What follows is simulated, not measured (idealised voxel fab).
process module | voxel wiring stack
cross-section cut | 220 nm wide | cells 5 nm
A cross-section is a grid of square cells, given in bands from the top down. A band is one or more rows of cells.
Each band's line starts with the height of the band's top and of its bottom, in nm. Then come its materials from left to right, each with its width in nm. One material with "throughout" fills the band from edge to edge. "air" is empty space.
Height 0 is the level under which the wafer as received is all one material. The lowest band goes on downwards, as in "0 down".
A width such as "30 to 40" changes by the same amount from each row of cells to the next, from the band's top row to its bottom row.
"no change" after a step means that no cell of the cross-section changed.
closed voids: empty space of 8 cells or more with no open way to the top, each as width x height at its distance from the left edge, in nm
after a step's settings: what the simulator itself notes on the step
overlay nm, on a step with a mask: how far to the right of its planned place the mask lay; to the left if negative
Each pair below shows a cross-section before one step and the cross-section after it, down to the lowest band that changed. The line under each pair gives the step between them, with its settings. The pairs can come from different runs of this module on the same starting wafer, so a pair continues from the pair above only where its "before" says so.
before
  60 to 50: Ru throughout
  50 to 45: TiN 30 | Ru 20 | TiN 25 | Ru 20 | TiN 25 | Ru 20 | TiN 25 | Ru 20 | TiN 35
  45 to 20: SiO2 25 | TiN 5 | Ru 20 | TiN 5 | SiO2 15 | TiN 5 | Ru 20 | TiN 5 | SiO2 15 | TiN 5 | Ru 20 | TiN 5 | SiO2 15 | TiN 5 | Ru 20 | TiN 5 | SiO2 30
  20 to 15: SiN 25 | TiN 30 | SiN 15 | TiN 30 | SiN 15 | TiN 30 | SiN 15 | TiN 30 | SiN 30
  15 to 0: SiO2 throughout
  0 down: Si throughout
  closed voids: none
after
  45 to 20: SiO2 25 | TiN 5 | Ru 20 | TiN 5 | SiO2 15 | TiN 5 | Ru 20 | TiN 5 | SiO2 15 | TiN 5 | Ru 20 | TiN 5 | SiO2 15 | TiN 5 | Ru 20 | TiN 5 | SiO2 30
  below 20: unchanged
  closed voids: none
the step between: op CMP | height nm 45
before: the cross-section after the pair above
after
  50 to 45: air 20 | Ru 40 | air 5 | Ru 40 | air 5 | Ru 40 | air 5 | Ru 40 | air 25
  below 45: unchanged
  closed voids: none
the step between: op EPI | material Ru | thk nm 5
before: the cross-section after the pair above
after
  55 to 50: SiCN throughout
  50 to 45: SiCN 20 | Ru 40 | SiCN 5 | Ru 40 | SiCN 5 | Ru 40 | SiCN 5 | Ru 40 | SiCN 25
  below 45: unchanged
  closed voids: none
the step between: op FILL_DEP | material SiCN | thk nm 5
before: the cross-section after the pair above
after
  65 to 55: lowk throughout
  below 55: unchanged
  closed voids: none
the step between: op DIRECTIONAL_DEP | material lowk | thk nm 10
before: the cross-section after the pair above
after
  80 to 65: resist 30 | air 15 | resist 75 | air 15 | resist 85
  below 65: unchanged
  closed voids: none
the step between: op PATTERN | tone open | mask id PLUG_1 | material resist | width nm 15 | pitch nm 90 | thk nm 15 | overlay nm 0
before: the cross-section after the pair above
after
  80 to 65: resist 30 | air 15 | resist 75 | air 15 | resist 85
  65 to 55: lowk 30 | air 15 | lowk 75 | air 15 | lowk 85
  below 55: unchanged
  closed voids: none
the step between: op DIRECTIONAL_ETCH | etch materials lowk | depth nm 10
before: the cross-section after the pair above
after
  80 to 65: resist 30 | air 15 | resist 75 | air 15 | resist 85
  65 to 55: lowk 30 | air 15 | lowk 75 | air 15 | lowk 85
  55 to 50: SiCN 30 | air 15 | SiCN 75 | air 15 | SiCN 85
  below 50: unchanged
  closed voids: none
the step between: op DIRECTIONAL_ETCH | etch materials SiCN | depth nm 5
before: the cross-section after the pair above
after
  65 to 55: lowk 30 | air 15 | lowk 75 | air 15 | lowk 85
  below 55: unchanged
  closed voids: none
the step between: op STRIP | etch materials resist
before: the cross-section after the pair above
after
  65 to 60: lowk 30 | air 15 | lowk 75 | air 15 | lowk 85
  60 to 55: lowk 30 | Ru 15 | lowk 75 | Ru 15 | lowk 85
  55 to 50: SiCN 30 | Ru 15 | SiCN 75 | Ru 15 | SiCN 85
  below 50: unchanged
  closed voids: none
the step between: op EPI | material Ru | thk nm 10
before: the cross-section after the pair above
after
  65 to 55: lowk 30 | Ru 15 | lowk 75 | Ru 15 | lowk 85
  below 55: unchanged
  closed voids: none
the step between: op EPI | material Ru | thk nm 5
before: the cross-section after the pair above
after
  70 to 65: TiN throughout
  below 65: unchanged
  closed voids: none
the step between: op DIRECTIONAL_DEP | material TiN | thk nm 5
before: the cross-section after the pair above
after
  90 to 70: Ru throughout
  below 70: unchanged
  closed voids: none
the step between: op DIRECTIONAL_DEP | material Ru | thk nm 20
before: the cross-section after the pair above
after
  100 to 90: aC throughout
  below 90: unchanged
  closed voids: none
the step between: op DIRECTIONAL_DEP | material aC | thk nm 10
before: the cross-section after the pair above
after
  130 to 100: air 30 | resist 20 | air 25 | resist 20 | air 25 | resist 20 | air 25 | resist 20 | air 35
  below 100: unchanged
  closed voids: none
the step between: op PATTERN | tone cover | mask id METAL_2 | material resist | width nm 20 | pitch nm 45 | thk nm 30 | overlay nm 0
before: the cross-section after the pair above
after
  120 to 100: air 30 | resist 20 | air 25 | resist 20 | air 25 | resist 20 | air 25 | resist 20 | air 35
  100 to 90: air 30 | aC 20 | air 25 | aC 20 | air 25 | aC 20 | air 25 | aC 20 | air 35
  below 90: unchanged
  closed voids: none
the step between: op DIRECTIONAL_ETCH | etch materials aC | depth nm 10
before: the cross-section after the pair above
after
  100 to 90: air 30 | aC 20 | air 25 | aC 20 | air 25 | aC 20 | air 25 | aC 20 | air 35
  below 90: unchanged
  closed voids: none
the step between: op STRIP | etch materials resist
before: the cross-section after the pair above
after
  100 to 90: air 30 | aC 20 | air 25 | aC 20 | air 25 | aC 20 | air 25 | aC 20 | air 35
  90 to 70: air 30 | Ru 20 | air 25 | Ru 20 | air 25 | Ru 20 | air 25 | Ru 20 | air 35
  below 70: unchanged
  closed voids: none
the step between: op DIRECTIONAL_ETCH | etch materials Ru | depth nm 20
before: the cross-section after the pair above
after
  100 to 90: air 30 | aC 20 | air 25 | aC 20 | air 25 | aC 20 | air 25 | aC 20 | air 35
  90 to 70: air 30 | Ru 20 | air 25 | Ru 20 | air 25 | Ru 20 | air 25 | Ru 20 | air 35
  70 to 65: air 30 | TiN 20 | air 25 | TiN 20 | air 25 | TiN 20 | air 25 | TiN 20 | air 35
  below 65: unchanged
  closed voids: none
the step between: op DIRECTIONAL_ETCH | etch materials TiN | depth nm 5
before: the cross-section after the pair above
after
  90 to 70: air 30 | Ru 20 | air 25 | Ru 20 | air 25 | Ru 20 | air 25 | Ru 20 | air 35
  below 70: unchanged
  closed voids: none
the step between: op STRIP | etch materials aC
before: the cross-section after the pair above
after
  95 to 90: air 25 | SiN 30 | air 15 | SiN 30 | air 15 | SiN 30 | air 15 | SiN 30 | air 30
  90 to 70: air 25 | SiN 5 | Ru 20 | SiN 5 | air 15 | SiN 5 | Ru 20 | SiN 5 | air 15 | SiN 5 | Ru 20 | SiN 5 | air 15 | SiN 5 | Ru 20 | SiN 5 | air 30
  70 to 65: SiN 30 | TiN 20 | SiN 25 | TiN 20 | SiN 25 | TiN 20 | SiN 25 | TiN 20 | SiN 35
  below 65: unchanged
  closed voids: none
the step between: op CONFORMAL_DEP | material SiN | thk nm 5
before: the cross-section after the pair above
after
  105 to 95: lowk throughout
  95 to 90: lowk 25 | SiN 30 | lowk 15 | SiN 30 | lowk 15 | SiN 30 | lowk 15 | SiN 30 | lowk 30
  90 to 70: lowk 25 | SiN 5 | Ru 20 | SiN 5 | lowk 15 | SiN 5 | Ru 20 | SiN 5 | lowk 15 | SiN 5 | Ru 20 | SiN 5 | lowk 15 | SiN 5 | Ru 20 | SiN 5 | lowk 30
  below 70: unchanged
  closed voids: none
the step between: op FILL_DEP | material lowk | thk nm 10
before: the cross-section after the pair above
after
  90 to 70: lowk 25 | SiN 5 | Ru 20 | SiN 5 | lowk 15 | SiN 5 | Ru 20 | SiN 5 | lowk 15 | SiN 5 | Ru 20 | SiN 5 | lowk 15 | SiN 5 | Ru 20 | SiN 5 | lowk 30
  below 70: unchanged
  closed voids: none
the step between: op CMP | height nm 90
before: the cross-section after the pair above
after
  95 to 90: SiCN throughout
  below 90: unchanged
  closed voids: none
the step between: op CONFORMAL_DEP | material SiCN | thk nm 5
before: the cross-section after the pair above
after
  105 to 95: SiO2 throughout
  below 95: unchanged
  closed voids: none
the step between: op DIRECTIONAL_DEP | material SiO2 | thk nm 10
before: the cross-section after the pair above
after
  125 to 105: resist 30 | air 15 | resist 75 | air 15 | resist 85
  below 105: unchanged
  closed voids: none
the step between: op PATTERN | tone open | mask id PLUG_2 | material resist | width nm 15 | pitch nm 90 | thk nm 20 | overlay nm 0
before: the cross-section after the pair above
after
  125 to 105: resist 30 | air 15 | resist 75 | air 15 | resist 85
  105 to 95: SiO2 30 | air 15 | SiO2 75 | air 15 | SiO2 85
  below 95: unchanged
  closed voids: none
the step between: op DIRECTIONAL_ETCH | etch materials SiO2 | depth nm 10
before: the cross-section after the pair above
after
  125 to 105: resist 30 | air 15 | resist 75 | air 15 | resist 85
  105 to 95: SiO2 30 | air 15 | SiO2 75 | air 15 | SiO2 85
  95 to 90: SiCN 30 | air 15 | SiCN 75 | air 15 | SiCN 85
  below 90: unchanged
  closed voids: none
the step between: op DIRECTIONAL_ETCH | etch materials SiCN | depth nm 5
before: the cross-section after the pair above
after
  105 to 95: SiO2 30 | air 15 | SiO2 75 | air 15 | SiO2 85
  below 95: unchanged
  closed voids: none
the step between: op STRIP | etch materials resist
before: the cross-section after the pair above
after
  105 to 100: SiO2 30 | air 15 | SiO2 75 | air 15 | SiO2 85
  100 to 95: SiO2 30 | Ru 15 | SiO2 75 | Ru 15 | SiO2 85
  95 to 90: SiCN 30 | Ru 15 | SiCN 75 | Ru 15 | SiCN 85
  below 90: unchanged
  closed voids: none
the step between: op EPI | material Ru | thk nm 10
before: the cross-section after the pair above
after
  105 to 95: SiO2 30 | Ru 15 | SiO2 75 | Ru 15 | SiO2 85
  below 95: unchanged
  closed voids: none
the step between: op EPI | material Ru | thk nm 5
before: the cross-section after the pair above
after
  110 to 105: SiCN throughout
  below 105: unchanged
  closed voids: none
the step between: op CONFORMAL_DEP | material SiCN | thk nm 5
before: the cross-section after the pair above
after
  135 to 110: lowk throughout
  below 110: unchanged
  closed voids: none
the step between: op DIRECTIONAL_DEP | material lowk | thk nm 25
before: the cross-section after the pair above
after
  135 to 110: lowk 30 | air 20 | lowk 25 | air 20 | lowk 25 | air 20 | lowk 25 | air 20 | lowk 35
  below 110: unchanged
  closed voids: none
the step between: op MASKED_ETCH | tone open | mask id METAL_3 | width nm 20 | pitch nm 45 | etch materials lowk | depth nm 25 | overlay nm 0
before: the cross-section after the pair above
after
  135 to 110: lowk 30 | air 20 | lowk 25 | air 20 | lowk 25 | air 20 | lowk 25 | air 20 | lowk 35
  110 to 105: SiCN 30 | air 20 | SiCN 25 | air 20 | SiCN 25 | air 20 | SiCN 25 | air 20 | SiCN 35
  below 105: unchanged
  closed voids: none
the step between: op MASKED_ETCH | tone open | mask id METAL_3 | width nm 20 | pitch nm 45 | etch materials SiCN | depth nm 5 | overlay nm 0
before: the cross-section after the pair above
after
  140 to 135: TiN 35 | air 10 | TiN 35 | air 10 | TiN 35 | air 10 | TiN 35 | air 10 | TiN 40
  135 to 110: lowk 30 | TiN 5 | air 10 | TiN 5 | lowk 25 | TiN 5 | air 10 | TiN 5 | lowk 25 | TiN 5 | air 10 | TiN 5 | lowk 25 | TiN 5 | air 10 | TiN 5 | lowk 35
  110 to 105: SiCN 30 | TiN 20 | SiCN 25 | TiN 20 | SiCN 25 | TiN 20 | SiCN 25 | TiN 20 | SiCN 35
  below 105: unchanged
  closed voids: none
the step between: op CONFORMAL_DEP | material TiN | thk nm 5
before: the cross-section after the pair above
after
  145 to 140: Ru throughout
  140 to 135: TiN 35 | Ru 10 | TiN 35 | Ru 10 | TiN 35 | Ru 10 | TiN 35 | Ru 10 | TiN 40
  135 to 110: lowk 30 | TiN 5 | Ru 10 | TiN 5 | lowk 25 | TiN 5 | Ru 10 | TiN 5 | lowk 25 | TiN 5 | Ru 10 | TiN 5 | lowk 25 | TiN 5 | Ru 10 | TiN 5 | lowk 35
  below 110: unchanged
  closed voids: none
the step between: op FILL_DEP | material Ru | thk nm 5
before: the cross-section after the pair above
after
  135 to 110: lowk 30 | TiN 5 | Ru 10 | TiN 5 | lowk 25 | TiN 5 | Ru 10 | TiN 5 | lowk 25 | TiN 5 | Ru 10 | TiN 5 | lowk 25 | TiN 5 | Ru 10 | TiN 5 | lowk 35
  below 110: unchanged
  closed voids: none
the step between: op CMP | height nm 135
before: the cross-section after the pair above
after
  140 to 135: SiCN throughout
  below 135: unchanged
  closed voids: none
the step between: op CONFORMAL_DEP | material SiCN | thk nm 5
before
  65 to 55: lowk throughout
  55 to 50: SiCN throughout
  50 to 45: SiCN 25 | Ru 30 | SiCN 15 | Ru 30 | SiCN 15 | Ru 30 | SiCN 15 | Ru 30 | SiCN 30
  45 to 20: SiO2 30 | TiN 5 | Ru 10 | TiN 5 | SiO2 25 | TiN 5 | Ru 10 | TiN 5 | SiO2 25 | TiN 5 | Ru 10 | TiN 5 | SiO2 25 | TiN 5 | Ru 10 | TiN 5 | SiO2 35
  20 to 15: SiN 30 | TiN 20 | SiN 25 | TiN 20 | SiN 25 | TiN 20 | SiN 25 | TiN 20 | SiN 35
  15 to 0: SiO2 throughout
  0 down: Si throughout
  closed voids: none
after
  80 to 65: resist 40 | air 15 | resist 75 | air 15 | resist 75
  below 65: unchanged
  closed voids: none
the step between: op PATTERN | tone open | mask id PLUG_1 | material resist | width nm 15 | pitch nm 90 | thk nm 15 | overlay nm 10
before: the cross-section after the pair above
after
  80 to 65: resist 40 | air 15 | resist 75 | air 15 | resist 75
  65 to 55: lowk 40 | air 15 | lowk 75 | air 15 | lowk 75
  below 55: unchanged
  closed voids: none
the step between: op DIRECTIONAL_ETCH | etch materials lowk | depth nm 10
before: the cross-section after the pair above
after
  80 to 65: resist 40 | air 15 | resist 75 | air 15 | resist 75
  65 to 55: lowk 40 | air 15 | lowk 75 | air 15 | lowk 75
  55 to 50: SiCN 40 | air 15 | SiCN 75 | air 15 | SiCN 75
  below 50: unchanged
  closed voids: none
the step between: op DIRECTIONAL_ETCH | etch materials SiCN | depth nm 5
before: the cross-section after the pair above
after
  65 to 55: lowk 40 | air 15 | lowk 75 | air 15 | lowk 75
  below 55: unchanged
  closed voids: none
the step between: op STRIP | etch materials resist
before: the cross-section after the pair above
after
  65 to 60: lowk 40 | air 15 | lowk 75 | air 15 | lowk 75
  60 to 55: lowk 40 | Ru 15 | lowk 75 | Ru 15 | lowk 75
  55 to 50: SiCN 40 | Ru 15 | SiCN 75 | Ru 15 | SiCN 75
  below 50: unchanged
  closed voids: none
the step between: op EPI | material Ru | thk nm 10
before: the cross-section after the pair above
after
  65 to 55: lowk 40 | Ru 15 | lowk 75 | Ru 15 | lowk 75
  below 55: unchanged
  closed voids: none
the step between: op EPI | material Ru | thk nm 5
before: the cross-section after the pair above
after
  70 to 65: TiN throughout
  below 65: unchanged
  closed voids: none
the step between: op DIRECTIONAL_DEP | material TiN | thk nm 5
before: the cross-section after the pair above
after
  90 to 70: Ru throughout
  below 70: unchanged
  closed voids: none
the step between: op DIRECTIONAL_DEP | material Ru | thk nm 20
before: the cross-section after the pair above
after
  100 to 90: aC throughout
  below 90: unchanged
  closed voids: none
the step between: op DIRECTIONAL_DEP | material aC | thk nm 10
before: the cross-section after the pair above
after
  130 to 100: air 30 | resist 20 | air 25 | resist 20 | air 25 | resist 20 | air 25 | resist 20 | air 35
  below 100: unchanged
  closed voids: none
the step between: op PATTERN | tone cover | mask id METAL_2 | material resist | width nm 20 | pitch nm 45 | thk nm 30 | overlay nm 0
before: the cross-section after the pair above
after
  120 to 100: air 30 | resist 20 | air 25 | resist 20 | air 25 | resist 20 | air 25 | resist 20 | air 35
  100 to 90: air 30 | aC 20 | air 25 | aC 20 | air 25 | aC 20 | air 25 | aC 20 | air 35
  below 90: unchanged
  closed voids: none
the step between: op DIRECTIONAL_ETCH | etch materials aC | depth nm 10
before: the cross-section after the pair above
after
  100 to 90: air 30 | aC 20 | air 25 | aC 20 | air 25 | aC 20 | air 25 | aC 20 | air 35
  below 90: unchanged
  closed voids: none
the step between: op STRIP | etch materials resist
before: the cross-section after the pair above
after
  100 to 90: air 30 | aC 20 | air 25 | aC 20 | air 25 | aC 20 | air 25 | aC 20 | air 35
  90 to 70: air 30 | Ru 20 | air 25 | Ru 20 | air 25 | Ru 20 | air 25 | Ru 20 | air 35
  below 70: unchanged
  closed voids: none
the step between: op DIRECTIONAL_ETCH | etch materials Ru | depth nm 20
before: the cross-section after the pair above
after
  100 to 90: air 30 | aC 20 | air 25 | aC 20 | air 25 | aC 20 | air 25 | aC 20 | air 35
  90 to 70: air 30 | Ru 20 | air 25 | Ru 20 | air 25 | Ru 20 | air 25 | Ru 20 | air 35
  70 to 65: air 30 | TiN 20 | air 25 | TiN 20 | air 25 | TiN 20 | air 25 | TiN 20 | air 35
  below 65: unchanged
  closed voids: none
the step between: op DIRECTIONAL_ETCH | etch materials TiN | depth nm 5
before: the cross-section after the pair above
after
  90 to 70: air 30 | Ru 20 | air 25 | Ru 20 | air 25 | Ru 20 | air 25 | Ru 20 | air 35
  below 70: unchanged
  closed voids: none
the step between: op STRIP | etch materials aC
before: the cross-section after the pair above
after
  95 to 90: air 25 | SiN 30 | air 15 | SiN 30 | air 15 | SiN 30 | air 15 | SiN 30 | air 30
  90 to 70: air 25 | SiN 5 | Ru 20 | SiN 5 | air 15 | SiN 5 | Ru 20 | SiN 5 | air 15 | SiN 5 | Ru 20 | SiN 5 | air 15 | SiN 5 | Ru 20 | SiN 5 | air 30
  70 to 65: SiN 30 | TiN 20 | SiN 25 | TiN 20 | SiN 25 | TiN 20 | SiN 25 | TiN 20 | SiN 35
  below 65: unchanged
  closed voids: none
the step between: op CONFORMAL_DEP | material SiN | thk nm 5
before: the cross-section after the pair above
after
  105 to 95: lowk throughout
  95 to 90: lowk 25 | SiN 30 | lowk 15 | SiN 30 | lowk 15 | SiN 30 | lowk 15 | SiN 30 | lowk 30
  90 to 70: lowk 25 | SiN 5 | Ru 20 | SiN 5 | lowk 15 | SiN 5 | Ru 20 | SiN 5 | lowk 15 | SiN 5 | Ru 20 | SiN 5 | lowk 15 | SiN 5 | Ru 20 | SiN 5 | lowk 30
  below 70: unchanged
  closed voids: none
the step between: op FILL_DEP | material lowk | thk nm 10
before: the cross-section after the pair above
after
  90 to 70: lowk 25 | SiN 5 | Ru 20 | SiN 5 | lowk 15 | SiN 5 | Ru 20 | SiN 5 | lowk 15 | SiN 5 | Ru 20 | SiN 5 | lowk 15 | SiN 5 | Ru 20 | SiN 5 | lowk 30
  below 70: unchanged
  closed voids: none
the step between: op CMP | height nm 90
before: the cross-section after the pair above
after
  95 to 90: SiCN throughout
  below 90: unchanged
  closed voids: none
the step between: op CONFORMAL_DEP | material SiCN | thk nm 5
before: the cross-section after the pair above
after
  105 to 95: SiO2 throughout
  below 95: unchanged
  closed voids: none
the step between: op DIRECTIONAL_DEP | material SiO2 | thk nm 10
before: the cross-section after the pair above
after
  125 to 105: resist 30 | air 15 | resist 75 | air 15 | resist 85
  below 105: unchanged
  closed voids: none
the step between: op PATTERN | tone open | mask id PLUG_2 | material resist | width nm 15 | pitch nm 90 | thk nm 20 | overlay nm 0
before: the cross-section after the pair above
after
  125 to 105: resist 30 | air 15 | resist 75 | air 15 | resist 85
  105 to 95: SiO2 30 | air 15 | SiO2 75 | air 15 | SiO2 85
  below 95: unchanged
  closed voids: none
the step between: op DIRECTIONAL_ETCH | etch materials SiO2 | depth nm 10
before: the cross-section after the pair above
after
  125 to 105: resist 30 | air 15 | resist 75 | air 15 | resist 85
  105 to 95: SiO2 30 | air 15 | SiO2 75 | air 15 | SiO2 85
  95 to 90: SiCN 30 | air 15 | SiCN 75 | air 15 | SiCN 85
  below 90: unchanged
  closed voids: none
the step between: op DIRECTIONAL_ETCH | etch materials SiCN | depth nm 5
before: the cross-section after the pair above
after
  105 to 95: SiO2 30 | air 15 | SiO2 75 | air 15 | SiO2 85
  below 95: unchanged
  closed voids: none
the step between: op STRIP | etch materials resist
before: the cross-section after the pair above
after
  105 to 100: SiO2 30 | air 15 | SiO2 75 | air 15 | SiO2 85
  100 to 95: SiO2 30 | Ru 15 | SiO2 75 | Ru 15 | SiO2 85
  95 to 90: SiCN 30 | Ru 15 | SiCN 75 | Ru 15 | SiCN 85
  below 90: unchanged
  closed voids: none
the step between: op EPI | material Ru | thk nm 10
before: the cross-section after the pair above
after
  105 to 95: SiO2 30 | Ru 15 | SiO2 75 | Ru 15 | SiO2 85
  below 95: unchanged
  closed voids: none
the step between: op EPI | material Ru | thk nm 5
before: the cross-section after the pair above
after
  110 to 105: SiCN throughout
  below 105: unchanged
  closed voids: none
the step between: op CONFORMAL_DEP | material SiCN | thk nm 5
before: the cross-section after the pair above
after
  135 to 110: lowk throughout
  below 110: unchanged
  closed voids: none
the step between: op DIRECTIONAL_DEP | material lowk | thk nm 25
before: the cross-section after the pair above
after
  135 to 110: lowk 30 | air 20 | lowk 25 | air 20 | lowk 25 | air 20 | lowk 25 | air 20 | lowk 35
  below 110: unchanged
  closed voids: none
the step between: op MASKED_ETCH | tone open | mask id METAL_3 | width nm 20 | pitch nm 45 | etch materials lowk | depth nm 25 | overlay nm 0
before: the cross-section after the pair above
after
  135 to 110: lowk 30 | air 20 | lowk 25 | air 20 | lowk 25 | air 20 | lowk 25 | air 20 | lowk 35
  110 to 105: SiCN 30 | air 20 | SiCN 25 | air 20 | SiCN 25 | air 20 | SiCN 25 | air 20 | SiCN 35
  below 105: unchanged
  closed voids: none
the step between: op MASKED_ETCH | tone open | mask id METAL_3 | width nm 20 | pitch nm 45 | etch materials SiCN | depth nm 5 | overlay nm 0
before: the cross-section after the pair above
after
  140 to 135: TiN 35 | air 10 | TiN 35 | air 10 | TiN 35 | air 10 | TiN 35 | air 10 | TiN 40
  135 to 110: lowk 30 | TiN 5 | air 10 | TiN 5 | lowk 25 | TiN 5 | air 10 | TiN 5 | lowk 25 | TiN 5 | air 10 | TiN 5 | lowk 25 | TiN 5 | air 10 | TiN 5 | lowk 35
  110 to 105: SiCN 30 | TiN 20 | SiCN 25 | TiN 20 | SiCN 25 | TiN 20 | SiCN 25 | TiN 20 | SiCN 35
  below 105: unchanged
  closed voids: none
the step between: op CONFORMAL_DEP | material TiN | thk nm 5
before: the cross-section after the pair above
after
  145 to 140: Ru throughout
  140 to 135: TiN 35 | Ru 10 | TiN 35 | Ru 10 | TiN 35 | Ru 10 | TiN 35 | Ru 10 | TiN 40
  135 to 110: lowk 30 | TiN 5 | Ru 10 | TiN 5 | lowk 25 | TiN 5 | Ru 10 | TiN 5 | lowk 25 | TiN 5 | Ru 10 | TiN 5 | lowk 25 | TiN 5 | Ru 10 | TiN 5 | lowk 35
  below 110: unchanged
  closed voids: none
the step between: op FILL_DEP | material Ru | thk nm 5
before: the cross-section after the pair above
after
  135 to 110: lowk 30 | TiN 5 | Ru 10 | TiN 5 | lowk 25 | TiN 5 | Ru 10 | TiN 5 | lowk 25 | TiN 5 | Ru 10 | TiN 5 | lowk 25 | TiN 5 | Ru 10 | TiN 5 | lowk 35
  below 110: unchanged
  closed voids: none
the step between: op CMP | height nm 135
before: the cross-section after the pair above
after
  140 to 135: SiCN throughout
  below 135: unchanged
  closed voids: none
the step between: op CONFORMAL_DEP | material SiCN | thk nm 5
before
  135 to 110: lowk 30 | TiN 5 | Ru 10 | TiN 5 | lowk 25 | TiN 5 | Ru 10 | TiN 5 | lowk 25 | TiN 5 | Ru 10 | TiN 5 | lowk 25 | TiN 5 | Ru 10 | TiN 5 | lowk 35
  110 to 105: SiCN 30 | TiN 20 | SiCN 25 | TiN 20 | SiCN 25 | TiN 20 | SiCN 25 | TiN 20 | SiCN 35
  105 to 95: SiO2 30 | Ru 15 | SiO2 75 | Ru 15 | SiO2 85
  95 to 90: SiCN 30 | Ru 15 | SiCN 75 | Ru 15 | SiCN 85
  90 to 70: lowk 25 | SiN 5 | Ru 20 | SiN 5 | lowk 15 | SiN 5 | Ru 20 | SiN 5 | lowk 15 | SiN 5 | Ru 20 | SiN 5 | lowk 15 | SiN 5 | Ru 20 | SiN 5 | lowk 30
  70 to 65: SiN 30 | TiN 20 | SiN 25 | TiN 20 | SiN 25 | TiN 20 | SiN 25 | TiN 20 | SiN 35
  65 to 55: lowk 30 | Ru 15 | lowk 75 | Ru 15 | lowk 85
  55 to 50: SiCN 30 | Ru 15 | SiCN 75 | Ru 15 | SiCN 85
  50 to 45: SiCN 25 | Ru 30 | SiCN 15 | Ru 30 | SiCN 15 | Ru 30 | SiCN 15 | Ru 30 | SiCN 30
  45 to 20: SiO2 30 | TiN 5 | Ru 10 | TiN 5 | SiO2 25 | TiN 5 | Ru 10 | TiN 5 | SiO2 25 | TiN 5 | Ru 10 | TiN 5 | SiO2 25 | TiN 5 | Ru 10 | TiN 5 | SiO2 35
  20 to 15: SiN 30 | TiN 20 | SiN 25 | TiN 20 | SiN 25 | TiN 20 | SiN 25 | TiN 20 | SiN 35
  15 to 0: SiO2 throughout
  0 down: Si throughout
  closed voids: none
after
  140 to 135: aC throughout
  below 135: unchanged
  closed voids: none
the step between: op CONFORMAL_DEP | material aC | thk nm 5
before
  60 to 45: aC throughout
  45 to 20: SiO2 throughout
  20 to 15: SiN throughout
  15 to 0: SiO2 throughout
  0 down: Si throughout
  closed voids: none
after
  95 to 60: air 30 | resist 20 | air 25 | resist 20 | air 25 | resist 20 | air 25 | resist 20 | air 35
  below 60: unchanged
  closed voids: none
the step between: op PATTERN | tone cover | mask id METAL_1 | material resist | width nm 20 | pitch nm 45 | thk nm 35 | overlay nm 0
before: the cross-section after the pair above
after
  80 to 60: air 30 | resist 20 | air 25 | resist 20 | air 25 | resist 20 | air 25 | resist 20 | air 35
  60 to 45: air 30 | aC 20 | air 25 | aC 20 | air 25 | aC 20 | air 25 | aC 20 | air 35
  below 45: unchanged
  closed voids: none
the step between: op DIRECTIONAL_ETCH | etch materials aC | depth nm 15
before: the cross-section after the pair above
after
  60 to 45: air 30 | aC 20 | air 25 | aC 20 | air 25 | aC 20 | air 25 | aC 20 | air 35
  below 45: unchanged
  closed voids: none
the step between: op STRIP | etch materials resist
before: the cross-section after the pair above
after
  60 to 45: air 30 | aC 20 | air 25 | aC 20 | air 25 | aC 20 | air 25 | aC 20 | air 35
  45 to 20: air 30 | SiO2 20 | air 25 | SiO2 20 | air 25 | SiO2 20 | air 25 | SiO2 20 | air 35
  below 20: unchanged
  closed voids: none
the step between: op DIRECTIONAL_ETCH | etch materials SiO2 | depth nm 25
before: the cross-section after the pair above
after
  60 to 45: air 30 | aC 20 | air 25 | aC 20 | air 25 | aC 20 | air 25 | aC 20 | air 35
  45 to 20: air 30 | SiO2 20 | air 25 | SiO2 20 | air 25 | SiO2 20 | air 25 | SiO2 20 | air 35
  20 to 15: air 30 | SiN 20 | air 25 | SiN 20 | air 25 | SiN 20 | air 25 | SiN 20 | air 35
  below 15: unchanged
  closed voids: none
the step between: op DIRECTIONAL_ETCH | etch materials SiN | depth nm 5
before: the cross-section after the pair above
after
  45 to 20: air 30 | SiO2 20 | air 25 | SiO2 20 | air 25 | SiO2 20 | air 25 | SiO2 20 | air 35
  below 20: unchanged
  closed voids: none
the step between: op STRIP | etch materials aC
before: the cross-section after the pair above
after
  50 to 45: air 25 | TiN 30 | air 15 | TiN 30 | air 15 | TiN 30 | air 15 | TiN 30 | air 30
  45 to 20: air 25 | TiN 5 | SiO2 20 | TiN 5 | air 15 | TiN 5 | SiO2 20 | TiN 5 | air 15 | TiN 5 | SiO2 20 | TiN 5 | air 15 | TiN 5 | SiO2 20 | TiN 5 | air 30
  20 to 15: TiN 30 | SiN 20 | TiN 25 | SiN 20 | TiN 25 | SiN 20 | TiN 25 | SiN 20 | TiN 35
  below 15: unchanged
  closed voids: none
the step between: op CONFORMAL_DEP | material TiN | thk nm 5
before: the cross-section after the pair above
after
  60 to 50: Ru throughout
  50 to 45: Ru 25 | TiN 30 | Ru 15 | TiN 30 | Ru 15 | TiN 30 | Ru 15 | TiN 30 | Ru 30
  45 to 20: Ru 25 | TiN 5 | SiO2 20 | TiN 5 | Ru 15 | TiN 5 | SiO2 20 | TiN 5 | Ru 15 | TiN 5 | SiO2 20 | TiN 5 | Ru 15 | TiN 5 | SiO2 20 | TiN 5 | Ru 30
  below 20: unchanged
  closed voids: none
the step between: op FILL_DEP | material Ru | thk nm 10
before: the cross-section after the pair above
after
  45 to 20: Ru 25 | TiN 5 | SiO2 20 | TiN 5 | Ru 15 | TiN 5 | SiO2 20 | TiN 5 | Ru 15 | TiN 5 | SiO2 20 | TiN 5 | Ru 15 | TiN 5 | SiO2 20 | TiN 5 | Ru 30
  below 20: unchanged
  closed voids: none
the step between: op CMP | height nm 45
before: the cross-section after the pair above
after
  50 to 45: Ru 35 | air 10 | Ru 35 | air 10 | Ru 35 | air 10 | Ru 35 | air 10 | Ru 40
  below 45: unchanged
  closed voids: none
the step between: op EPI | material Ru | thk nm 5
before: the cross-section after the pair above
after
  55 to 50: SiCN throughout
  50 to 45: Ru 35 | SiCN 10 | Ru 35 | SiCN 10 | Ru 35 | SiCN 10 | Ru 35 | SiCN 10 | Ru 40
  below 45: unchanged
  closed voids: none
the step between: op FILL_DEP | material SiCN | thk nm 5
before: the cross-section after the pair above
after
  65 to 55: lowk throughout
  below 55: unchanged
  closed voids: none
the step between: op DIRECTIONAL_DEP | material lowk | thk nm 10
before: the cross-section after the pair above
after
  80 to 65: resist 30 | air 15 | resist 75 | air 15 | resist 85
  below 65: unchanged
  closed voids: none
the step between: op PATTERN | tone open | mask id PLUG_1 | material resist | width nm 15 | pitch nm 90 | thk nm 15 | overlay nm 0
before: the cross-section after the pair above
after
  80 to 65: resist 30 | air 15 | resist 75 | air 15 | resist 85
  65 to 55: lowk 30 | air 15 | lowk 75 | air 15 | lowk 85
  below 55: unchanged
  closed voids: none
the step between: op DIRECTIONAL_ETCH | etch materials lowk | depth nm 10
